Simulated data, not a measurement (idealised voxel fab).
process module | voxel transistor to metal
cross-section cut | 285 nm wide | cells 5 nm
A cross-section is a grid of square cells, given in bands from the top down. A band is one or more rows of cells.
Each band's line starts with the height of the band's top and of its bottom, in nm. Then come its materials from left to right, each with its width in nm. One material with "throughout" fills the band from edge to edge. "air" is empty space.
Height 0 is the level under which the wafer as received is all one material. The lowest band goes on downwards, as in "0 down".
A width such as "30 to 40" changes by the same amount from each row of cells to the next, from the band's top row to its bottom row.
"no change" after a step means that no cell of the cross-section changed.
closed voids: empty space of 8 cells or more with no open way to the top, each as width x height at its distance from the left edge, in nm
after a step's settings: what the simulator itself notes on the step
overlay nm, on a step with a mask: how far to the right of its planned place the mask lay; to the left if negative
plan
1 op RECEIVE | material Si
2 op OXIDIZE | depth nm 5
3 op CONFORMAL_DEP | material SiN | thk nm 10
4 op MASKED_ETCH | tone cover | mask id ACTIVE | width nm 110 | pitch nm 140 | etch materials SiN | depth nm 10 | overlay nm 0
5 op MASKED_ETCH | tone cover | mask id ACTIVE | width nm 110 | pitch nm 140 | etch materials SiO2 | depth nm 5 | overlay nm 0
6 op MASKED_ETCH | tone cover | mask id ACTIVE | width nm 110 | pitch nm 140 | etch materials Si | depth nm 35 | overlay nm 0
7 op OXIDIZE | depth nm 5
8 op FILL_DEP | material SiO2 | thk nm 5
9 op CMP | height nm 10
10 op SELECTIVE_ETCH | etch materials SiO2 | depth nm 10
11 op STRIP | etch materials SiN
12 op SELECTIVE_ETCH | etch materials SiO2 | depth nm 5
13 op OXIDIZE | depth nm 5
14 op DIRECTIONAL_DEP | material polySi | thk nm 30
15 op DIRECTIONAL_DEP | material SiCN | thk nm 15
16 op DIRECTIONAL_DEP | material aC | thk nm 15
17 op PATTERN | tone cover | mask id GATE | material resist | width nm 20 | pitch nm 140 | thk nm 30 | overlay nm 0
18 op DIRECTIONAL_ETCH | etch materials aC | depth nm 15
19 op STRIP | etch materials resist
20 op DIRECTIONAL_ETCH | etch materials SiCN | depth nm 25
21 op DIRECTIONAL_ETCH | etch materials polySi | depth nm 40
22 op STRIP | etch materials aC
23 op CONFORMAL_DEP | material SiO2 | thk nm 5
24 op DIRECTIONAL_ETCH | etch materials SiO2 | depth nm 5
25 op CONFORMAL_DEP | material SiN | thk nm 5
26 op DIRECTIONAL_ETCH | etch materials SiN | depth nm 5
27 op DIRECTIONAL_ETCH | etch materials SiO2 | depth nm 5
28 op EPI | material pSi | thk nm 5
29 op FILL_DEP | material SiO2 | thk nm 10
30 op CMP | height nm 40
31 op DIRECTIONAL_DEP | material SiO2 | thk nm 15
32 op PATTERN | tone open | mask id CONTACT | material resist | width nm 20 | pitch nm 70 | thk nm 20 | overlay nm 0
33 op DIRECTIONAL_ETCH | etch materials SiO2 | depth nm 60
34 op STRIP | etch materials resist
35 op CONFORMAL_DEP | material TiN | thk nm 5
36 op FILL_DEP | material W | thk nm 5
37 op CMP | height nm 55
38 op CONFORMAL_DEP | material SiCN | thk nm 5
39 op DIRECTIONAL_DEP | material SiO2 | thk nm 20
40 op PATTERN | tone open | mask id METAL_1 | material resist | width nm 20 | pitch nm 70 | thk nm 15 | overlay nm 0
41 op DIRECTIONAL_ETCH | etch materials SiO2 | depth nm 20
42 op DIRECTIONAL_ETCH | etch materials SiCN | depth nm 5
43 op STRIP | etch materials resist
44 op CONFORMAL_DEP | material TiN | thk nm 5
45 op FILL_DEP | material Cu | thk nm 10
46 op CMP | height nm 80
47 op CONFORMAL_DEP | material SiN | thk nm 5
as received, after step 1
  0 down: Si throughout
  closed voids: none
first wafer at the end, as planned
  85 to 80: SiN throughout
  80 to 60: SiO2 25 | TiN 5 | Cu 10 | TiN 5 | SiO2 50 | TiN 5 | Cu 10 | TiN 5 | SiO2 50 | TiN 5 | Cu 10 | TiN 5 | SiO2 50 | TiN 5 | Cu 10 | TiN 5 | SiO2 30
  60 to 55: SiCN 25 | TiN 20 | SiCN 50 | TiN 20 | SiCN 50 | TiN 20 | SiCN 50 | TiN 20 | SiCN 30
  55 to 40: SiO2 25 | TiN 5 | W 10 | TiN 5 | SiO2 50 | TiN 5 | W 10 | TiN 5 | SiO2 50 | TiN 5 | W 10 | TiN 5 | SiO2 50 | TiN 5 | W 10 | TiN 5 | SiO2 30
  40 to 25: SiO2 25 | TiN 5 | W 10 | TiN 5 | SiO2 5 | SiN 5 | SiO2 5 | SiCN 20 | SiO2 5 | SiN 5 | SiO2 5 | TiN 5 | W 10 | TiN 5 | SiO2 50 | TiN 5 | W 10 | TiN 5 | SiO2 5 | SiN 5 | SiO2 5 | SiCN 20 | SiO2 5 | SiN 5 | SiO2 5 | TiN 5 | W 10 | TiN 5 | SiO2 30
  25 to 0: SiO2 25 | TiN 5 | W 10 | TiN 5 | SiO2 5 | SiN 5 | SiO2 5 | polySi 20 | SiO2 5 | SiN 5 | SiO2 5 | TiN 5 | W 10 | TiN 5 | SiO2 50 | TiN 5 | W 10 | TiN 5 | SiO2 5 | SiN 5 | SiO2 5 | polySi 20 | SiO2 5 | SiN 5 | SiO2 5 | TiN 5 | W 10 | TiN 5 | SiO2 30
  0 to -5: SiO2 25 | TiN 20 | SiO2 5 | SiN 5 | SiO2 5 | polySi 20 | SiO2 5 | SiN 5 | SiO2 5 | TiN 20 | SiO2 50 | TiN 20 | SiO2 5 | SiN 5 | SiO2 5 | polySi 20 | SiO2 5 | SiN 5 | SiO2 5 | TiN 20 | SiO2 30
  -5 to -10: SiO2 15 | pSi 35 | SiO2 40 | pSi 35 | SiO2 30 | pSi 35 | SiO2 40 | pSi 35 | SiO2 20
  -10 to -45: SiO2 20 | Si 100 | SiO2 40 | Si 100 | SiO2 25
  -45 down: Si throughout
  closed voids: none
second wafer at the end: like start, like plan, one mistake
  85 to 80: SiN throughout
  80 to 60: SiO2 25 | TiN 5 | Cu 10 | TiN 5 | SiO2 50 | TiN 5 | Cu 10 | TiN 5 | SiO2 50 | TiN 5 | Cu 10 | TiN 5 | SiO2 50 | TiN 5 | Cu 10 | TiN 5 | SiO2 30
  60 to 55: SiCN 25 | TiN 20 | SiCN 50 | TiN 20 | SiCN 50 | TiN 20 | SiCN 50 | TiN 20 | SiCN 30
  55 to 40: SiO2 30 | TiN 5 | W 5 | TiN 5 | SiO2 55 | TiN 5 | W 5 | TiN 5 | SiO2 55 | TiN 5 | W 5 | TiN 5 | SiO2 55 | TiN 5 | W 5 | TiN 5 | SiO2 30
  40 to 25: SiO2 30 | TiN 5 | W 5 | TiN 5 | SiO2 5 | SiN 5 | SiO2 5 | SiCN 20 | SiO2 5 | SiN 5 | SiO2 10 | TiN 5 | W 5 | TiN 5 | SiO2 55 | TiN 5 | W 5 | TiN 5 | SiO2 5 | SiN 5 | SiO2 5 | SiCN 20 | SiO2 5 | SiN 5 | SiO2 10 | TiN 5 | W 5 | TiN 5 | SiO2 30
  25 to 0: SiO2 30 | TiN 5 | W 5 | TiN 5 | SiO2 5 | SiN 5 | SiO2 5 | polySi 20 | SiO2 5 | SiN 5 | SiO2 10 | TiN 5 | W 5 | TiN 5 | SiO2 55 | TiN 5 | W 5 | TiN 5 | SiO2 5 | SiN 5 | SiO2 5 | polySi 20 | SiO2 5 | SiN 5 | SiO2 10 | TiN 5 | W 5 | TiN 5 | SiO2 30
  0 to -5: SiO2 30 | TiN 15 | SiO2 5 | SiN 5 | SiO2 5 | polySi 20 | SiO2 5 | SiN 5 | SiO2 10 | TiN 15 | SiO2 55 | TiN 15 | SiO2 5 | SiN 5 | SiO2 5 | polySi 20 | SiO2 5 | SiN 5 | SiO2 10 | TiN 15 | SiO2 30
  -5 to -10: SiO2 15 | pSi 35 | SiO2 40 | pSi 35 | SiO2 30 | pSi 35 | SiO2 40 | pSi 35 | SiO2 20
  -10 to -45: SiO2 20 | Si 100 | SiO2 40 | Si 100 | SiO2 25
  -45 down: Si throughout
  closed voids: none
what went wrong: step 32 ran as: op PATTERN | tone open | mask id CONTACT | material resist | width nm 15 | pitch nm 70 | thk nm 20 | overlay nm 0
at the end the second wafer has, in cells: 48 more of SiO2 | 4 fewer of TiN | 44 fewer of W
